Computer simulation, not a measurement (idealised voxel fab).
process module | voxel released beams
cross-section cut | 250 nm wide | cells 5 nm
A cross-section is a grid of square cells, given in bands from the top down. A band is one or more rows of cells.
Each band's line starts with the height of the band's top and of its bottom, in nm. Then come its materials from left to right, each with its width in nm. One material with "throughout" fills the band from edge to edge. "air" is empty space.
Height 0 is the level under which the wafer as received is all one material. The lowest band goes on downwards, as in "0 down".
A width such as "30 to 40" changes by the same amount from each row of cells to the next, from the band's top row to its bottom row.
"no change" after a step means that no cell of the cross-section changed.
closed voids: empty space of 8 cells or more with no open way to the top, each as width x height at its distance from the left edge, in nm
after a step's settings: what the simulator itself notes on the step
overlay nm, on a step with a mask: how far to the right of its planned place the mask lay; to the left if negative
plan
1 op RECEIVE | material Si
2 op CONFORMAL_DEP | material SiN | thk nm 5
3 op DIRECTIONAL_DEP | material SiO2 | thk nm 10
4 op PATTERN | tone open | mask id ANCHOR | material resist | width nm 25 | thk nm 15 | overlay nm 0
5 op DIRECTIONAL_ETCH | etch materials SiO2 | depth nm 10
6 op STRIP | etch materials resist
7 op CONFORMAL_DEP | material W | thk nm 10
8 op DIRECTIONAL_DEP | material aC | thk nm 10
9 op PATTERN | tone cover | mask id BEAM | material resist | width nm 70 | thk nm 25 | overlay nm 0
10 op DIRECTIONAL_ETCH | etch materials aC | depth nm 10
11 op STRIP | etch materials resist
12 op DIRECTIONAL_ETCH | etch materials W | depth nm 10
13 op STRIP | etch materials aC
14 op STRIP | etch materials SiO2
as received, after step 1
  0 down: Si throughout
  closed voids: none
first wafer at the end, as planned
  25 to 15: air 85 | W 15 | air 5 | W 50 | air 95
  15 to 5: air 90 | W 25 | air 135
  5 to 0: SiN throughout
  0 down: Si throughout
  closed voids: none
second wafer at the end: like start, like plan, one mistake
  20 to 10: air 85 | W 15 | air 5 | W 50 | air 95
  10 to 0: air 90 | W 25 | air 135
  0 down: Si throughout
  closed voids: none
what went wrong: step 2 was left out
at the end the second wafer has, in cells: 50 fewer of SiN
